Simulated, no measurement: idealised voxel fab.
A process module follows: voxel gate over fins.
In the cross-section labelled cut, the width is 235 nm and each square cell is 5 nm.
How to read a cross-section here: the picture is a grid of square cells, written as bands going from the top down, and any band can span one or more rows of cells.
Band: top and bottom heights (nm) first, top before bottom; then materials from left to right, widths in nm. "full width" marks a sole material filling the band edge to edge. "blank" denotes empty space.
Counting heights begins at 0, where everything beneath is, in the wafer as received, one material. The lowest band has no bottom; it goes on downwards, as "from 0 down" shows.
The width entry "30..40" should be interpreted row by row: the top row of cells in the band takes the first number, the bottom row takes the second number, and the change between adjacent rows is uniform throughout.
No cell of the cross-section changed in a step that is given as "remained unchanged".
Reported under the label "Sealed voids" are the empty spaces having no open way to the top and comprising 8 cells or more; the notation for each is width x height at distance, in which the distance is measured from the left edge and all three values are in nm.
On a step's line, text after the settings is the simulator commenting on that step.
"overlay nm" answers the question of how far to the right of plan the mask lay on a step that has a mask, and when it is negative the answer is to the left.

Below is the list of planned process steps:
1) RECEIVE (material Si)
2) CONFORMAL_DEP (material SiN; thk nm 5)
3) DIRECTIONAL_DEP (material aC; thk nm 15)
4) PATTERN (tone cover; mask id FINS; material resist; width nm 15; pitch nm 40; thk nm 35; overlay nm 0)
5) DIRECTIONAL_ETCH (etch materials aC; depth nm 15)
6) STRIP (etch materials resist)
7) DIRECTIONAL_ETCH (etch materials SiN; depth nm 10)
8) DIRECTIONAL_ETCH (etch materials Si; depth nm 40)
9) STRIP (etch materials aC)
10) FILL_DEP (material SiO2; thk nm 5)
11) CMP (height nm 10)
12) SELECTIVE_ETCH (etch materials SiO2; depth nm 25)
13) STRIP (etch materials SiN)
14) CONFORMAL_DEP (material HfO2; thk nm 5)
15) CONFORMAL_DEP (material TiN; thk nm 5)
16) CONFORMAL_DEP (material TiAl; thk nm 5)
17) CONFORMAL_DEP (material TiN; thk nm 5)
18) FILL_DEP (material W; thk nm 10)
19) CMP (height nm 25)
20) CONFORMAL_DEP (material SiN; thk nm 10)
What sets these wafers apart? The thk nm at step 2. They all start alike, and the plan carries the first wafer's value.

The first of several wafers, as received after step 1, seen in section:
  from 0 down = Si full width
  Sealed voids: none

Cross-section of the first of several wafers, taken after step 20, where the module ends:
  from 35 to 25 = SiN full width
  from 25 to 20 = W full width
  from 20 to 15 = W: 70, TiN: 95, W: 70
  from 15 to 10 = W: 70, TiN: 5, TiAl: 85, TiN: 5, W: 70
  from 10 to 5 = W: 70, TiN: 5, TiAl: 5, TiN: 35, TiAl: 5, TiN: 35, TiAl: 5, TiN: 5, W: 70
  from 5 to 0 = TiN: 75, TiAl: 5, TiN: 5, HfO2: 25, TiN: 5, TiAl: 5, TiN: 5, HfO2: 25, TiN: 5, TiAl: 5, TiN: 75
  from 0 to -5 = TiAl: 80, TiN: 5, HfO2: 5, Si: 15, HfO2: 5, TiN: 5, TiAl: 5, TiN: 5, HfO2: 5, Si: 15, HfO2: 5, TiN: 5, TiAl: 80
  from -5 to -10 = TiN: 85, HfO2: 5, Si: 15, HfO2: 5, TiN: 15, HfO2: 5, Si: 15, HfO2: 5, TiN: 85
  from -10 to -15 = HfO2: 90, Si: 15, HfO2: 25, Si: 15, HfO2: 90
  from -15 to -40 = SiO2: 90, Si: 15, SiO2: 25, Si: 15, SiO2: 90
  from -40 down = Si full width
  Sealed voids: none

Here we cross-sectioned the last of the wafers once the module was done:
  from 35 to 25 = SiN full width
  from 25 to 20 = W full width
  from 20 to 15 = TiN full width
  from 15 to 10 = TiAl full width
  from 10 to 5 = TiN full width
  from 5 to 0 = HfO2 full width
  from 0 down = Si full width
  Sealed voids: none

Row per wafer, end-of-module: cell gain (+)/loss (-) by material since the wafer came in, then closed voids:
thk nm 5; +59 HfO2; -328 Si; +94 SiN; +205 SiO2; +56 TiAl; +112 TiN; +131 W; Sealed voids: none
thk nm 10; +59 HfO2; -328 Si; +94 SiN; +205 SiO2; +56 TiAl; +112 TiN; +131 W; Sealed voids: none
thk nm 15; +47 HfO2; +94 SiN; +47 TiAl; +94 TiN; +47 W; Sealed voids: none
thk nm 20; +47 HfO2; +94 SiN; +47 TiAl; +94 TiN; +47 W; Sealed voids: none
thk nm 25; +47 HfO2; +94 SiN; +47 TiAl; +94 TiN; +47 W; Sealed voids: none
